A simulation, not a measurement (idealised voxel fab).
This is a process module. Its name is voxel wiring stack.
The cross-section shown here is cut; it is 270 nm wide and divided into square cells measuring 5 nm on a side.
Think of the cross-section as a grid of square cells. We describe it in bands, top to bottom, and each band covers one or more rows of those cells.
Heads up on the band format: heights come first, top then bottom, in nm. After that it's the materials left to right, each with its width in nm. A single material flagged "edge to edge" fills the whole band edge to edge, and "empty" means there's empty space there.
Note: height 0 marks the level under which the wafer is uniformly one material as received. Lowest band unbounded below, written "top 0, no bottom".
You'd read "30 to 40" like this: the band's top row of cells is as wide as the first number, its bottom row is as wide as the second, and going down, every row changes width by the same amount as the row before did.
"stayed the same" means the step left every cell of the cross-section as it was.
"Trapped cavities" means: voids of 8 cells or more that are shut off from the top with no open way through. Written width x height at distance, distance from the left edge, in nm.
Post-settings text on a step line: simulator's own remark regarding the step.
"overlay nm" denotes, for a step that has a mask, the displacement of the mask to the right of its planned place, with negative values corresponding to the left.

Intended process steps
1 RECEIVE (material Si)
2 CONFORMAL_DEP (material SiO2; thk nm 10)
3 DIRECTIONAL_DEP (material TiN; thk nm 5)
4 DIRECTIONAL_DEP (material Ru; thk nm 25)
5 DIRECTIONAL_DEP (material aC; thk nm 10)
6 PATTERN (tone cover; mask id METAL_1; material resist; width nm 20; pitch nm 45; thk nm 25; overlay nm 0)
7 DIRECTIONAL_ETCH (etch materials aC; depth nm 10)
8 STRIP (etch materials resist)
9 DIRECTIONAL_ETCH (etch materials Ru; depth nm 25)
10 DIRECTIONAL_ETCH (etch materials TiN; depth nm 5)
11 STRIP (etch materials aC)
12 CONFORMAL_DEP (material SiCN; thk nm 5)
13 FILL_DEP (material SiO2; thk nm 10)
14 CMP (height nm 40)
15 CONFORMAL_DEP (material SiCN; thk nm 5)
16 DIRECTIONAL_DEP (material lowk; thk nm 10)
17 PATTERN (tone open; mask id PLUG_1; material resist; width nm 15; pitch nm 90; thk nm 20; overlay nm 0)
18 DIRECTIONAL_ETCH (etch materials lowk; depth nm 10)
19 DIRECTIONAL_ETCH (etch materials SiCN; depth nm 5)
20 STRIP (etch materials resist)
21 CONFORMAL_DEP (material TiN; thk nm 5)
22 FILL_DEP (material Ru; thk nm 10)
23 CMP (height nm 55)
24 CONFORMAL_DEP (material SiCN; thk nm 5)
25 DIRECTIONAL_DEP (material lowk; thk nm 20)
26 PATTERN (tone open; mask id METAL_2; material resist; width nm 20; pitch nm 45; thk nm 15; overlay nm 0)
27 DIRECTIONAL_ETCH (etch materials lowk; depth nm 20)
28 DIRECTIONAL_ETCH (etch materials SiCN; depth nm 5)
29 STRIP (etch materials resist)
30 CONFORMAL_DEP (material TiN; thk nm 5)
31 FILL_DEP (material W; thk nm 10)
32 CMP (height nm 80)
33 CONFORMAL_DEP (material SiCN; thk nm 5)
34 DIRECTIONAL_DEP (material lowk; thk nm 30)
35 DIRECTIONAL_DEP (material aC; thk nm 10)
36 PATTERN (tone open; mask id METAL_3; material resist; width nm 20; pitch nm 45; thk nm 30; overlay nm 0)
37 DIRECTIONAL_ETCH (etch materials aC; depth nm 10)
38 STRIP (etch materials resist)
39 DIRECTIONAL_ETCH (etch materials lowk; depth nm 20)
40 STRIP (etch materials aC)
41 DIRECTIONAL_DEP (material aC; thk nm 10)
42 PATTERN (tone open; mask id METAL_3_HOLES; material resist; width nm 15; pitch nm 90; thk nm 30; overlay nm 0)
43 DIRECTIONAL_ETCH (etch materials aC; depth nm 10)
44 STRIP (etch materials resist)
45 DIRECTIONAL_ETCH (etch materials lowk; depth nm 10)
46 DIRECTIONAL_ETCH (etch materials SiCN; depth nm 5)
47 STRIP (etch materials aC)
48 CONFORMAL_DEP (material TiN; thk nm 5)
49 FILL_DEP (material Ru; thk nm 10)
50 CMP (height nm 115)
51 CONFORMAL_DEP (material SiCN; thk nm 5)
52 DIRECTIONAL_DEP (material SiO2; thk nm 10)
53 DIRECTIONAL_DEP (material aC; thk nm 15)
54 PATTERN (tone open; mask id PLUG_3; material resist; width nm 15; pitch nm 45; thk nm 35; overlay nm 0)
55 DIRECTIONAL_ETCH (etch materials aC; depth nm 15)
56 STRIP (etch materials resist)
57 DIRECTIONAL_ETCH (etch materials SiO2; depth nm 10)
58 DIRECTIONAL_ETCH (etch materials SiCN; depth nm 5)
59 STRIP (etch materials aC)
60 EPI (material Ru; thk nm 10)
61 EPI (material Ru; thk nm 5)
62 CONFORMAL_DEP (material SiCN; thk nm 5)
63 DIRECTIONAL_DEP (material SiO2; thk nm 20)
64 PATTERN (tone open; mask id METAL_4; material resist; width nm 20; pitch nm 45; thk nm 20; overlay nm 0)
65 DIRECTIONAL_ETCH (etch materials SiO2; depth nm 20)
66 DIRECTIONAL_ETCH (etch materials SiCN; depth nm 5)
67 STRIP (etch materials resist)
68 CONFORMAL_DEP (material TiN; thk nm 5)
69 FILL_DEP (material W; thk nm 5)
70 CMP (height nm 155)
71 CONFORMAL_DEP (material SiCN; thk nm 5)

Cross-section of the wafer at receipt, which is the condition after step 1
	top 0, no bottom  Si edge to edge
	Trapped cavities: none

What the wafer looks like in cross-section after this module, when it starts as shown above and follows the plan above but one mistake is made in running it
	top 160, bottom 155  SiCN edge to edge
	top 155, bottom 135  55 SiO2 / 5 TiN / 10 W / 5 TiN / 25 SiO2 / 5 TiN / 10 W / 5 TiN / 25 SiO2 / 5 TiN / 10 W / 5 TiN / 25 SiO2 / 5 TiN / 10 W / 5 TiN / 60 SiO2
	top 135, bottom 130  55 SiCN / 20 TiN / 25 SiCN / 20 TiN / 25 SiCN / 20 TiN / 25 SiCN / 20 TiN / 60 SiCN
	top 130, bottom 120  55 SiO2 / 15 Ru / 30 SiO2 / 15 Ru / 30 SiO2 / 15 Ru / 30 SiO2 / 15 Ru / 65 SiO2
	top 120, bottom 115  55 SiCN / 15 Ru / 30 SiCN / 15 Ru / 30 SiCN / 15 Ru / 30 SiCN / 15 Ru / 65 SiCN
	top 115, bottom 100  55 lowk / 5 TiN / 10 Ru / 5 TiN / 25 lowk / 5 TiN / 10 Ru / 5 TiN / 25 lowk / 5 TiN / 10 Ru / 5 TiN / 25 lowk / 5 TiN / 10 Ru / 5 TiN / 60 lowk
	top 100, bottom 95  55 lowk / 5 TiN / 5 Ru / 10 TiN / 25 lowk / 20 TiN / 25 lowk / 5 TiN / 5 Ru / 10 TiN / 25 lowk / 20 TiN / 60 lowk
	top 95, bottom 85  55 lowk / 5 TiN / 5 Ru / 5 TiN / 75 lowk / 5 TiN / 5 Ru / 5 TiN / 110 lowk
	top 85, bottom 80  55 SiCN / 15 TiN / 75 SiCN / 15 TiN / 110 SiCN
	top 80, bottom 60  50 W / 5 TiN / 20 lowk / 5 TiN / 15 W / 5 TiN / 20 lowk / 5 TiN / 15 W / 5 TiN / 20 lowk / 5 TiN / 15 W / 5 TiN / 20 lowk / 5 TiN / 55 W
	top 60, bottom 55  55 TiN / 20 SiCN / 25 TiN / 20 SiCN / 25 TiN / 20 SiCN / 25 TiN / 20 SiCN / 60 TiN
	top 55, bottom 45  55 lowk / 5 TiN / 5 Ru / 5 TiN / 75 lowk / 5 TiN / 5 Ru / 5 TiN / 110 lowk
	top 45, bottom 40  55 SiCN / 15 TiN / 75 SiCN / 15 TiN / 110 SiCN
	top 40, bottom 15  50 SiO2 / 5 SiCN / 20 Ru / 5 SiCN / 15 SiO2 / 5 SiCN / 20 Ru / 5 SiCN / 15 SiO2 / 5 SiCN / 20 Ru / 5 SiCN / 15 SiO2 / 5 SiCN / 20 Ru / 5 SiCN / 55 SiO2
	top 15, bottom 10  55 SiCN / 20 TiN / 25 SiCN / 20 TiN / 25 SiCN / 20 TiN / 25 SiCN / 20 TiN / 60 SiCN
	top 10, bottom 0  SiO2 edge to edge
	top 0, no bottom  Si edge to edge
	Trapped cavities: none
So what did we get wrong on this run? step 26 was not run as planned; what actually ran was PATTERN (tone cover; mask id METAL_2; material resist; width nm 20; pitch nm 45; thk nm 15; overlay nm 0)
